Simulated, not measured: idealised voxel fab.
Process module, titled voxel transistor to metal
Shown is cross-section cut, with a width of 200 nm and square cells of size 5 nm.
If you're reading a cross-section in this doc, picture square cells in a grid; it comes to you as bands, top ones listed first down to the bottom, and a band can be one or more rows of cells.
Per band: top height and bottom height in nm, followed by the left-to-right materials and their widths in nm; "full width" marks a single material spanning edge to edge, "blank" marks empty space.
Basically, 0 is our baseline, since under it the wafer straight out of the box is all one material. The bottom band has no lower end and keeps on going down, so it looks like "top 0, no bottom".
The two numbers in a width such as "30 to 40" mark its ends across the band: the first belongs to the top row of cells, the second to the bottom row, and from each row to the next the width moves by the same amount.
Where a step carries "no change", the cross-section came out of it unchanged, cell for cell.
Empty spaces without an open route to the top, at least 8 cells in extent, make up the entry "Sealed voids"; each is given as width x height at distance, where the distance is measured from the left edge, and all are in nm.
On a step's line, text after the settings is the simulator commenting on that step.
What "overlay nm" on a step's line means: if the step has a mask, that mask lay this far to the right of its planned place, or, when the value is negative, to the left.
Process steps - plan:
| 1 | RECEIVE, material Si |
| 2 | OXIDIZE, depth nm 5 |
| 3 | CONFORMAL_DEP, material SiN, thk nm 10 |
| 4 | DIRECTIONAL_DEP, material aC, thk nm 10 |
| 5 | PATTERN, tone cover, mask id ACTIVE, material resist, width nm 115, thk nm 30, overlay nm 0 |
| 6 | DIRECTIONAL_ETCH, etch materials aC, depth nm 10 |
| 7 | STRIP, etch materials resist |
| 8 | DIRECTIONAL_ETCH, etch materials SiN, depth nm 10 |
| 9 | DIRECTIONAL_ETCH, etch materials SiO2, depth nm 5 |
| 10 | DIRECTIONAL_ETCH, etch materials Si, depth nm 20 |
| 11 | STRIP, etch materials aC |
| 12 | OXIDIZE, depth nm 5 |
| 13 | FILL_DEP, material SiO2, thk nm 5 |
| 14 | CMP, height nm 10 |
| 15 | SELECTIVE_ETCH, etch materials SiO2, depth nm 5 |
| 16 | STRIP, etch materials SiN |
| 17 | SELECTIVE_ETCH, etch materials SiO2, depth nm 5 |
| 18 | OXIDIZE, depth nm 5 |
| 19 | DIRECTIONAL_DEP, material polySi, thk nm 25 |
| 20 | DIRECTIONAL_DEP, material SiCN, thk nm 15 |
| 21 | PATTERN, tone cover, mask id GATE, material resist, width nm 35, thk nm 15, overlay nm 0 |
| 22 | DIRECTIONAL_ETCH, etch materials SiCN, depth nm 25 |
| 23 | DIRECTIONAL_ETCH, etch materials polySi, depth nm 35 |
| 24 | STRIP, etch materials resist |
| 25 | CONFORMAL_DEP, material SiN, thk nm 5 |
| 26 | DIRECTIONAL_ETCH, etch materials SiN, depth nm 5 |
| 27 | DIRECTIONAL_ETCH, etch materials SiO2, depth nm 5 |
| 28 | DIRECTIONAL_ETCH, etch materials Si, depth nm 10 |
| 29 | EPI, material pSi, thk nm 15 |
| 30 | FILL_DEP, material SiO2, thk nm 10 |
| 31 | CMP, height nm 20 |
| 32 | STRIP, etch materials polySi |
| 33 | SELECTIVE_ETCH, etch materials SiO2, depth nm 5 |
| 34 | CONFORMAL_DEP, material HfO2, thk nm 5 |
| 35 | CONFORMAL_DEP, material TiN, thk nm 5 |
| 36 | FILL_DEP, material W, thk nm 10 |
| 37 | CMP, height nm 15 |
| 38 | DIRECTIONAL_DEP, material SiO2, thk nm 10 |
| 39 | MASKED_ETCH, tone open, mask id CONTACT, width nm 15, pitch nm 80, etch materials SiO2, depth nm 30, overlay nm 0 |
| 40 | CONFORMAL_DEP, material TiN, thk nm 5 |
| 41 | FILL_DEP, material Ru, thk nm 10 |
| 42 | CMP, height nm 25 |
| 43 | CONFORMAL_DEP, material SiN, thk nm 5 |
| 44 | DIRECTIONAL_DEP, material SiO2, thk nm 20 |
| 45 | MASKED_ETCH, tone open, mask id METAL_1, width nm 15, pitch nm 80, etch materials SiO2, depth nm 20, overlay nm 0 |
| 46 | MASKED_ETCH, tone open, mask id METAL_1, width nm 15, pitch nm 80, etch materials SiN, depth nm 5, overlay nm 0 |
| 47 | CONFORMAL_DEP, material TiN, thk nm 5 |
| 48 | FILL_DEP, material Cu, thk nm 5 |
| 49 | CMP, height nm 50 |
| 50 | EPI, material Ru, thk nm 5 |
| 51 | FILL_DEP, material SiCN, thk nm 5 |
Wafer cross-section on receipt, i.e. after step 1:
* top 0, no bottom: Si full width
* Sealed voids: none
Cross-section, end of module. Start: as above. Plan: as above. Execution: one mistake:
* top 60, bottom 55: SiCN full width
* top 55, bottom 50: SiCN 45 nm  Ru 25 nm  SiCN 55 nm  Ru 25 nm  SiCN 50 nm
* top 50, bottom 30: SiO2 50 nm  TiN 5 nm  Cu 5 nm  TiN 5 nm  SiO2 65 nm  TiN 5 nm  Cu 5 nm  TiN 5 nm  SiO2 55 nm
* top 30, bottom 25: SiN 50 nm  TiN 15 nm  SiN 65 nm  TiN 15 nm  SiN 55 nm
* top 25, bottom 20: SiO2 50 nm  TiN 5 nm  Ru 5 nm  TiN 5 nm  SiO2 65 nm  TiN 5 nm  Ru 5 nm  TiN 5 nm  SiO2 55 nm
* top 20, bottom 15: SiO2 50 nm  TiN 15 nm  SiO2 65 nm  TiN 15 nm  SiO2 55 nm
* top 15, bottom 10: SiO2 45 nm  pSi 30 nm  SiN 5 nm  HfO2 5 nm  TiN 5 nm  W 15 nm  TiN 5 nm  HfO2 5 nm  SiN 5 nm  pSi 30 nm  SiO2 50 nm
* top 10, bottom 0: SiO2 30 nm  pSi 45 nm  SiN 5 nm  HfO2 5 nm  TiN 5 nm  W 15 nm  TiN 5 nm  HfO2 5 nm  SiN 5 nm  pSi 45 nm  SiO2 35 nm
* top 0, bottom -5: SiO2 30 nm  pSi 5 nm  SiN 5 nm  pSi 35 nm  SiN 5 nm  HfO2 5 nm  TiN 25 nm  HfO2 5 nm  SiN 5 nm  pSi 35 nm  SiN 5 nm  pSi 5 nm  SiO2 35 nm
* top -5, bottom -10: SiO2 40 nm  pSi 35 nm  HfO2 45 nm  pSi 35 nm  SiO2 45 nm
* top -10, bottom -20: SiO2 45 nm  pSi 30 nm  Si 45 nm  pSi 30 nm  SiO2 50 nm
* top -20, bottom -30: SiO2 45 nm  Si 105 nm  SiO2 50 nm
* top -30, no bottom: Si full width
* Sealed voids: none
Deviation from plan: plan step 29 was conducted twice
